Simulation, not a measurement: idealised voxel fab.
The following process module bears the name voxel lift off.
It is cross-section cut that appears here, measuring 195 nm in width, its square cells being 5 nm in size.
Square cells in a grid make up a cross-section in this document, and the grid is given as bands, listed from the top down, each one or more rows of cells.
Heights first: top, then bottom, in nm. Then materials, left to right, each with a width in nm. "throughout" on a single material: fills the band edge to edge. "blank": empty space.
Height 0 is the level under which the wafer as received is all one material. The lowest band goes on downwards, as in "0 down".
Read "30..40" as a graded width: first number on top, second number at the bottom, same change between each pair of neighbouring rows.
It should be understood that the words "everything unchanged", when stated for a given step, signify that the cross-section underwent no change in any of its cells during that step.
In "Closed void table" the enclosed voids are listed, meaning empty spaces of 8 cells or larger without any opening to the top. The form is width x height at distance, distance from the left edge, units nm.
Step line, after settings: the simulator's comment on this step.
What "overlay nm" on a step's line means: if the step has a mask, that mask lay this far to the right of its planned place, or, when the value is negative, to the left.
The planned process steps are enumerated hereunder:
1 RECEIVE: material Si
2 CONFORMAL_DEP: material SiN, thk nm 10
3 PATTERN: tone open, mask id LINES, material resist, width nm 15, pitch nm 45, thk nm 20, overlay nm 0
4 DIRECTIONAL_DEP: material Ru, thk nm 5
5 STRIP: etch materials resist
6 CONFORMAL_DEP: material SiCN, thk nm 5
Split variable: thk nm, step 6. Plan value = first wafer. Wafers start alike.
Here's the first of the wafers in cross-section, just as we got it, i.e. after step 1:
0 down: Si throughout
Closed void table: none
Every row in this table is a wafer at the end of the module, and it gives, for each of the materials, the cells that wafer has gained (+) or lost (-) since it was received, then its closed voids:
thk nm 5; +12 Ru; +47 SiCN; +78 SiN; Closed void table: none
thk nm 10; +12 Ru; +94 SiCN; +78 SiN; Closed void table: none
thk nm 15; +12 Ru; +141 SiCN; +78 SiN; Closed void table: none
thk nm 20; +12 Ru; +182 SiCN; +78 SiN; Closed void table: none
